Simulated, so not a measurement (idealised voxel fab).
The following is a process module called voxel self aligned vias.
For reference, the cross-section in this document is cut, with width 155 nm and square cells of 5 nm.
A cross-section in this document is a grid of square cells, and it is written down as bands, the top band listed before the ones below it; a band is made up of one or more rows of cells. First you get the band's top height and its bottom height, in nm, and then the materials it's made of, left to right, with each width in nm. If you see a single material with "all across", that one covers the band edge to edge. "blank" is empty space. The level at which height equals 0 is the one under which the wafer, as it arrives, is entirely one material. No lower edge exists for the bottom band, which continues downward and is notated as in "0 -> down". So if you see something like "30..40" for the width, read it as the top row of the band sitting at the first number and the bottom row at the second, with every row in between moving by the same amount as the last. For the purposes of this document, the phrase "nothing altered" attached to a step denotes that no cell within the cross-section was modified by that step. Empty spaces without an open route to the top, at least 8 cells in extent, make up the entry "closed voids"; each is given as width x height at distance, where the distance is measured from the left edge, and all are in nm. If you see something after the settings on a step's line, that's the simulator's own remark about that step. overlay nm: right-of-plan distance of the mask on a masked step; negative values mean left-of-plan.
Steps in the process plan:
step 1: RECEIVE | material Si
step 2: CONFORMAL_DEP | material SiO2 | thk nm 15
step 3: CONFORMAL_DEP | material SiCN | thk nm 5
step 4: DIRECTIONAL_DEP | material lowk | thk nm 30
step 5: DIRECTIONAL_DEP | material aC | thk nm 15
step 6: PATTERN | tone open | mask id LINES | material resist | width nm 25 | pitch nm 75 | thk nm 35 | overlay nm -10
step 7: DIRECTIONAL_ETCH | etch materials aC | depth nm 15
step 8: STRIP | etch materials resist
step 9: DIRECTIONAL_ETCH | etch materials lowk | depth nm 30
step 10: STRIP | etch materials aC
step 11: CONFORMAL_DEP | material TiN | thk nm 5
step 12: FILL_DEP | material Ru | thk nm 5
step 13: CMP | height nm 50
step 14: SELECTIVE_ETCH | etch materials W Ru TiN | depth nm 5
step 15: FILL_DEP | material SiN | thk nm 10
step 16: CMP | height nm 50
step 17: DIRECTIONAL_DEP | material lowk | thk nm 20
step 18: DIRECTIONAL_DEP | material aC | thk nm 10
step 19: PATTERN | tone open | mask id VIAS | material resist | width nm 45 | pitch nm 75 | thk nm 30 | overlay nm 0
step 20: DIRECTIONAL_ETCH | etch materials aC | depth nm 10
step 21: STRIP | etch materials resist
step 22: DIRECTIONAL_ETCH | etch materials lowk | depth nm 20
step 23: DIRECTIONAL_ETCH | etch materials SiN | depth nm 5
step 24: STRIP | etch materials aC
step 25: CONFORMAL_DEP | material TiN | thk nm 5
step 26: FILL_DEP | material Ru | thk nm 10
step 27: CMP | height nm 70
step 28: CONFORMAL_DEP | material SiCN | thk nm 5
What sets these wafers apart? The overlay nm at step 6. They all start alike, and the plan carries the first wafer's value.
Here's the first of the wafers in cross-section, just as we got it, i.e. after step 1:
  0 -> down | Si all across
  closed voids: none
Below: a row per wafer. Contents at end of module: for every material, cells gained since receipt (+) or lost since receipt (-); then closed voids:
overlay nm -10 | +72 Ru | +62 SiCN | +93 SiO2 | +60 TiN | +178 lowk | closed voids: none
overlay nm -5 | +72 Ru | +62 SiCN | +93 SiO2 | +60 TiN | +178 lowk | closed voids: none
overlay nm 0 | +72 Ru | +62 SiCN | +93 SiO2 | +60 TiN | +178 lowk | closed voids: none
overlay nm 5 | +72 Ru | +62 SiCN | +93 SiO2 | +60 TiN | +178 lowk | closed voids: none
overlay nm 10 | +72 Ru | +62 SiCN | +93 SiO2 | +60 TiN | +178 lowk | closed voids: none
overlay nm 15 | +70 Ru | +62 SiCN | +2 SiN | +93 SiO2 | +60 TiN | +178 lowk | closed voids: none
